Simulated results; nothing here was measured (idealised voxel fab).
process module | voxel plated lines
cross-section cut | 215 nm wide | cells 5 nm
A cross-section is a grid of square cells, given in bands from the top down. A band is one or more rows of cells.
Each band's line starts with the height of the band's top and of its bottom, in nm. Then come its materials from left to right, each with its width in nm. One material with "throughout" fills the band from edge to edge. "air" is empty space.
Height 0 is the level under which the wafer as received is all one material. The lowest band goes on downwards, as in "0 down".
A width such as "30 to 40" changes by the same amount from each row of cells to the next, from the band's top row to its bottom row.
"no change" after a step means that no cell of the cross-section changed.
closed voids: empty space of 8 cells or more with no open way to the top, each as width x height at its distance from the left edge, in nm
after a step's settings: what the simulator itself notes on the step
overlay nm, on a step with a mask: how far to the right of its planned place the mask lay; to the left if negative
plan
1 op RECEIVE | material Si
2 op CONFORMAL_DEP | material SiN | thk nm 10
3 op DIRECTIONAL_DEP | material TiN | thk nm 5
4 op PATTERN | tone open | mask id LINES | material resist | width nm 25 | pitch nm 45 | thk nm 40 | overlay nm 0
5 op EPI | material Ru | thk nm 10
6 op EPI | material Ru | thk nm 10
7 op EPI | material Ru | thk nm 10
8 op STRIP | etch materials resist
9 op DIRECTIONAL_ETCH | etch materials TiN | depth nm 5
10 op CONFORMAL_DEP | material SiCN | thk nm 10
as received, after step 1
  0 down: Si throughout
  closed voids: none
a wafer at the end: this start, this plan, one mistake
  45 to 15: air 50 | Ru 25 | air 20 | Ru 25 | air 20 | Ru 25 | air 50
  15 to 10: air 50 | TiN 25 | air 20 | TiN 25 | air 20 | TiN 25 | air 50
  10 to 0: SiN throughout
  0 down: Si throughout
  closed voids: none
what went wrong: step 10 was left out
